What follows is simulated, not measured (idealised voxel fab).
Process module under the name voxel lift off
The cross-section on display is named cut; it measures 295 nm wide, and its cells are 5 nm squares.
When this document writes out a cross-section, it uses a grid of square cells and lists it as bands, beginning at the top and moving down, with a band standing for one or more rows of cells. Basically the band line says how high the top is and how high the bottom is, in nm, and then what's in it from left to right, every material with its width in nm. Empty space shows up as "empty", and if a single material carries "all across" it runs the full band edge to edge. Counting heights begins at 0, where everything beneath is, in the wafer as received, one material. The lowest band has no bottom; it goes on downwards, as "0..down" shows. Width "30 to 40": first value at the band's top row of cells, second value at its bottom row, equal change from row to row. When a step is marked "no modification", none of the cells in the cross-section changed during that step. "Closed void table" contains a list of empty spaces, each no smaller than 8 cells and without an open way to the top, written in the form width x height at distance with the distance from the left edge and all three in nm. Text after the settings on a step's line: the simulator's own remark on that step. The setting "overlay nm" may be written on the line of a step. When the step uses a mask, the value reports how far to the right of the planned place the mask lay, and a negative value reports that it lay to the left. Below you will find pairs of cross-sections. In each, one shows the wafer before one process step and the other after it, with the after view ending at the lowest band that changed. Under each pair is the step separating them, along with its settings. Do not assume the pairs form a chain: they can come from different runs of this module on the same starting wafer, and a pair continues from the pair above it only when its "Pre-process" entry says so.
Pre-process:
    0..down | Si all across
    Closed void table: none
Post-Process Section:
    5..0 | SiN all across
    At heights below 0, the structure remains unaltered.
    Closed void table: none
The structure goes from the before cross-section above to the after cross-section through CONFORMAL_DEP,material SiN,thk nm 5
Pre-process: identical to the post-step cross-section of the immediately preceding pair.
Post-Process Section:
    25..5 | 55 nm resist, 30 nm empty, 20 nm resist, 30 nm empty, 20 nm resist, 30 nm empty, 20 nm resist, 30 nm empty, 60 nm resist
    At heights below 5, the structure remains unaltered.
    Closed void table: none
The structure goes from the before cross-section above to the after cross-section through PATTERN,tone open,mask id LINES,material resist,width nm 30,pitch nm 50,thk nm 20,overlay nm 0
Pre-process: identical to the post-step cross-section of the immediately preceding pair.
Post-Process Section:
    35..25 | 55 nm Ru, 30 nm empty, 20 nm Ru, 30 nm empty, 20 nm Ru, 30 nm empty, 20 nm Ru, 30 nm empty, 60 nm Ru
    25..15 | 55 nm resist, 30 nm empty, 20 nm resist, 30 nm empty, 20 nm resist, 30 nm empty, 20 nm resist, 30 nm empty, 60 nm resist
    15..5 | 55 nm resist, 30 nm Ru, 20 nm resist, 30 nm Ru, 20 nm resist, 30 nm Ru, 20 nm resist, 30 nm Ru, 60 nm resist
    At heights below 5, the structure remains unaltered.
    Closed void table: none
The structure goes from the before cross-section above to the after cross-section through DIRECTIONAL_DEP,material Ru,thk nm 10
Pre-process: identical to the post-step cross-section of the immediately preceding pair.
Post-Process Section:
    15..5 | 55 nm empty, 30 nm Ru, 20 nm empty, 30 nm Ru, 20 nm empty, 30 nm Ru, 20 nm empty, 30 nm Ru, 60 nm empty
    At heights below 5, the structure remains unaltered.
    Closed void table: none
The structure goes from the before cross-section above to the after cross-section through STRIP,etch materials resist
Pre-process: identical to the post-step cross-section of the immediately preceding pair.
Post-Process Section:
    25..15 | 45 nm empty, 200 nm SiN, 50 nm empty
    15..5 | 55 nm SiN, 30 nm Ru, 20 nm SiN, 30 nm Ru, 20 nm SiN, 30 nm Ru, 20 nm SiN, 30 nm Ru, 60 nm SiN
    At heights below 5, the structure remains unaltered.
    Closed void table: none
The structure goes from the before cross-section above to the after cross-section through CONFORMAL_DEP,material SiN,thk nm 10
Pre-process:
    25..5 | 55 nm resist, 30 nm empty, 20 nm resist, 30 nm empty, 20 nm resist, 30 nm empty, 20 nm resist, 30 nm empty, 60 nm resist
    5..0 | SiN all across
    0..down | Si all across
    Closed void table: none
Post-Process Section:
    5..0 | SiN all across
    At heights below 0, the structure remains unaltered.
    Closed void table: none
The structure goes from the before cross-section above to the after cross-section through STRIP,etch materials resist
Pre-process: identical to the post-step cross-section of the immediately preceding pair.
Post-Process Section:
    15..0 | SiN all across
    At heights below 0, the structure remains unaltered.
    Closed void table: none
The structure goes from the before cross-section above to the after cross-section through CONFORMAL_DEP,material SiN,thk nm 10
Pre-process:
    25..5 | 55 nm resist, 30 nm empty, 20 nm resist, 30 nm empty, 20 nm resist, 30 nm empty, 20 nm resist, 30 nm empty, 60 nm resist
    5..0 | SiN all across
    0..down | Si all across
    Closed void table: none
Post-Process Section:
    40..25 | 55 nm Ru, 30 nm empty, 20 nm Ru, 30 nm empty, 20 nm Ru, 30 nm empty, 20 nm Ru, 30 nm empty, 60 nm Ru
    25..20 | 55 nm resist, 30 nm empty, 20 nm resist, 30 nm empty, 20 nm resist, 30 nm empty, 20 nm resist, 30 nm empty, 60 nm resist
    20..5 | 55 nm resist, 30 nm Ru, 20 nm resist, 30 nm Ru, 20 nm resist, 30 nm Ru, 20 nm resist, 30 nm Ru, 60 nm resist
    At heights below 5, the structure remains unaltered.
    Closed void table: none
The structure goes from the before cross-section above to the after cross-section through DIRECTIONAL_DEP,material Ru,thk nm 15
Pre-process: identical to the post-step cross-section of the immediately preceding pair.
Post-Process Section:
    20..5 | 55 nm empty, 30 nm Ru, 20 nm empty, 30 nm Ru, 20 nm empty, 30 nm Ru, 20 nm empty, 30 nm Ru, 60 nm empty
    At heights below 5, the structure remains unaltered.
    Closed void table: none
The structure goes from the before cross-section above to the after cross-section through STRIP,etch materials resist
Pre-process: identical to the post-step cross-section of the immediately preceding pair.
Post-Process Section:
    30..20 | 45 nm empty, 200 nm SiN, 50 nm empty
    20..15 | 45 nm empty, 10 nm SiN, 30 nm Ru, 20 nm SiN, 30 nm Ru, 20 nm SiN, 30 nm Ru, 20 nm SiN, 30 nm Ru, 10 nm SiN, 50 nm empty
    15..5 | 55 nm SiN, 30 nm Ru, 20 nm SiN, 30 nm Ru, 20 nm SiN, 30 nm Ru, 20 nm SiN, 30 nm Ru, 60 nm SiN
    At heights below 5, the structure remains unaltered.
    Closed void table: none
The structure goes from the before cross-section above to the after cross-section through CONFORMAL_DEP,material SiN,thk nm 10
Pre-process:
    5..0 | SiN all across
    0..down | Si all across
    Closed void table: none
Post-Process Section:
    25..5 | 60 nm resist, 20 nm empty, 30 nm resist, 20 nm empty, 30 nm resist, 20 nm empty, 30 nm resist, 20 nm empty, 65 nm resist
    At heights below 5, the structure remains unaltered.
    Closed void table: none
The structure goes from the before cross-section above to the after cross-section through PATTERN,tone open,mask id LINES,material resist,width nm 20,pitch nm 50,thk nm 20,overlay nm 0
Pre-process: identical to the post-step cross-section of the immediately preceding pair.
Post-Process Section:
    35..25 | 60 nm Ru, 20 nm empty, 30 nm Ru, 20 nm empty, 30 nm Ru, 20 nm empty, 30 nm Ru, 20 nm empty, 65 nm Ru
    25..15 | 60 nm resist, 20 nm empty, 30 nm resist, 20 nm empty, 30 nm resist, 20 nm empty, 30 nm resist, 20 nm empty, 65 nm resist
    15..5 | 60 nm resist, 20 nm Ru, 30 nm resist, 20 nm Ru, 30 nm resist, 20 nm Ru, 30 nm resist, 20 nm Ru, 65 nm resist
    At heights below 5, the structure remains unaltered.
    Closed void table: none
The structure goes from the before cross-section above to the after cross-section through DIRECTIONAL_DEP,material Ru,thk nm 10
Pre-process: identical to the post-step cross-section of the immediately preceding pair.
Post-Process Section:
    15..5 | 60 nm empty, 20 nm Ru, 30 nm empty, 20 nm Ru, 30 nm empty, 20 nm Ru, 30 nm empty, 20 nm Ru, 65 nm empty
    At heights below 5, the structure remains unaltered.
    Closed void table: none
The structure goes from the before cross-section above to the after cross-section through STRIP,etch materials resist
Pre-process: identical to the post-step cross-section of the immediately preceding pair.
Post-Process Section:
    25..15 | 50 nm empty, 40 nm SiN, 10 nm empty, 40 nm SiN, 10 nm empty, 40 nm SiN, 10 nm empty, 40 nm SiN, 55 nm empty
    15..5 | 60 nm SiN, 20 nm Ru, 30 nm SiN, 20 nm Ru, 30 nm SiN, 20 nm Ru, 30 nm SiN, 20 nm Ru, 65 nm SiN
    At heights below 5, the structure remains unaltered.
    Closed void table: none
The structure goes from the before cross-section above to the after cross-section through CONFORMAL_DEP,material SiN,thk nm 10
Pre-process:
    5..0 | SiN all across
    0..down | Si all across
    Closed void table: none
Post-Process Section:
    25..5 | 60 nm resist, 30 nm empty, 20 nm resist, 30 nm empty, 20 nm resist, 30 nm empty, 20 nm resist, 30 nm empty, 55 nm resist
    At heights below 5, the structure remains unaltered.
    Closed void table: none
The structure goes from the before cross-section above to the after cross-section through PATTERN,tone open,mask id LINES,material resist,width nm 30,pitch nm 50,thk nm 20,overlay nm 5
Pre-process: identical to the post-step cross-section of the immediately preceding pair.
Post-Process Section:
    35..25 | 60 nm Ru, 30 nm empty, 20 nm Ru, 30 nm empty, 20 nm Ru, 30 nm empty, 20 nm Ru, 30 nm empty, 55 nm Ru
    25..15 | 60 nm resist, 30 nm empty, 20 nm resist, 30 nm empty, 20 nm resist, 30 nm empty, 20 nm resist, 30 nm empty, 55 nm resist
    15..5 | 60 nm resist, 30 nm Ru, 20 nm resist, 30 nm Ru, 20 nm resist, 30 nm Ru, 20 nm resist, 30 nm Ru, 55 nm resist
    At heights below 5, the structure remains unaltered.
    Closed void table: none
The structure goes from the before cross-section above to the after cross-section through DIRECTIONAL_DEP,material Ru,thk nm 10
Pre-process: identical to the post-step cross-section of the immediately preceding pair.
Post-Process Section:
    15..5 | 60 nm empty, 30 nm Ru, 20 nm empty, 30 nm Ru, 20 nm empty, 30 nm Ru, 20 nm empty, 30 nm Ru, 55 nm empty
    At heights below 5, the structure remains unaltered.
    Closed void table: none
The structure goes from the before cross-section above to the after cross-section through STRIP,etch materials resist
Pre-process: identical to the post-step cross-section of the immediately preceding pair.
Post-Process Section:
    25..15 | 50 nm empty, 200 nm SiN, 45 nm empty
    15..5 | 60 nm SiN, 30 nm Ru, 20 nm SiN, 30 nm Ru, 20 nm SiN, 30 nm Ru, 20 nm SiN, 30 nm Ru, 55 nm SiN
    At heights below 5, the structure remains unaltered.
    Closed void table: none
The structure goes from the before cross-section above to the after cross-section through CONFORMAL_DEP,material SiN,thk nm 10
Pre-process:
    25..5 | 55 nm resist, 30 nm empty, 20 nm resist, 30 nm empty, 20 nm resist, 30 nm empty, 20 nm resist, 30 nm empty, 60 nm resist
    5..0 | SiN all across
    0..down | Si all across
    Closed void table: none
Post-Process Section:
    35..25 | 55 nm SiN, 30 nm empty, 20 nm SiN, 30 nm empty, 20 nm SiN, 30 nm empty, 20 nm SiN, 30 nm empty, 60 nm SiN
    25..15 | 55 nm resist, 30 nm empty, 20 nm resist, 30 nm empty, 20 nm resist, 30 nm empty, 20 nm resist, 30 nm empty, 60 nm resist
    15..5 | 55 nm resist, 30 nm SiN, 20 nm resist, 30 nm SiN, 20 nm resist, 30 nm SiN, 20 nm resist, 30 nm SiN, 60 nm resist
    At heights below 5, the structure remains unaltered.
    Closed void table: none
The structure goes from the before cross-section above to the after cross-section through DIRECTIONAL_DEP,material SiN,thk nm 10
Pre-process: identical to the post-step cross-section of the immediately preceding pair.
Post-Process Section:
    15..5 | 55 nm empty, 30 nm SiN, 20 nm empty, 30 nm SiN, 20 nm empty, 30 nm SiN, 20 nm empty, 30 nm SiN, 60 nm empty
    At heights below 5, the structure remains unaltered.
    Closed void table: none
The structure goes from the before cross-section above to the after cross-section through STRIP,etch materials resist
Pre-process: identical to the post-step cross-section of the immediately preceding pair.
Post-Process Section:
    25..15 | 45 nm empty, 200 nm SiN, 50 nm empty
    15..0 | SiN all across
    At heights below 0, the structure remains unaltered.
    Closed void table: none
The structure goes from the before cross-section above to the after cross-section through CONFORMAL_DEP,material SiN,thk nm 10
Pre-process:
    5..0 | SiN all across
    0..down | Si all across
    Closed void table: none
Post-Process Section:
    25..5 | 55 nm empty, 30 nm resist, 20 nm empty, 30 nm resist, 20 nm empty, 30 nm resist, 20 nm empty, 30 nm resist, 60 nm empty
    At heights below 5, the structure remains unaltered.
    Closed void table: none
The structure goes from the before cross-section above to the after cross-section through PATTERN,tone cover,mask id LINES,material resist,width nm 30,pitch nm 50,thk nm 20,overlay nm 0
Pre-process: identical to the post-step cross-section of the immediately preceding pair.
Post-Process Section:
    35..25 | 55 nm empty, 30 nm Ru, 20 nm empty, 30 nm Ru, 20 nm empty, 30 nm Ru, 20 nm empty, 30 nm Ru, 60 nm empty
    25..15 | 55 nm empty, 30 nm resist, 20 nm empty, 30 nm resist, 20 nm empty, 30 nm resist, 20 nm empty, 30 nm resist, 60 nm empty
    15..5 | 55 nm Ru, 30 nm resist, 20 nm Ru, 30 nm resist, 20 nm Ru, 30 nm resist, 20 nm Ru, 30 nm resist, 60 nm Ru
    At heights below 5, the structure remains unaltered.
    Closed void table: none
The structure goes from the before cross-section above to the after cross-section through DIRECTIONAL_DEP,material Ru,thk nm 10
Pre-process: identical to the post-step cross-section of the immediately preceding pair.
Post-Process Section:
    15..5 | 55 nm Ru, 30 nm empty, 20 nm Ru, 30 nm empty, 20 nm Ru, 30 nm empty, 20 nm Ru, 30 nm empty, 60 nm Ru
    At heights below 5, the structure remains unaltered.
    Closed void table: none
The structure goes from the before cross-section above to the after cross-section through STRIP,etch materials resist
Pre-process: identical to the post-step cross-section of the immediately preceding pair.
Post-Process Section:
    25..15 | 65 nm SiN, 10 nm empty, 40 nm SiN, 10 nm empty, 40 nm SiN, 10 nm empty, 40 nm SiN, 10 nm empty, 70 nm SiN
    15..5 | 55 nm Ru, 30 nm SiN, 20 nm Ru, 30 nm SiN, 20 nm Ru, 30 nm SiN, 20 nm Ru, 30 nm SiN, 60 nm Ru
    At heights below 5, the structure remains unaltered.
    Closed void table: none
The structure goes from the before cross-section above to the after cross-section through CONFORMAL_DEP,material SiN,thk nm 10
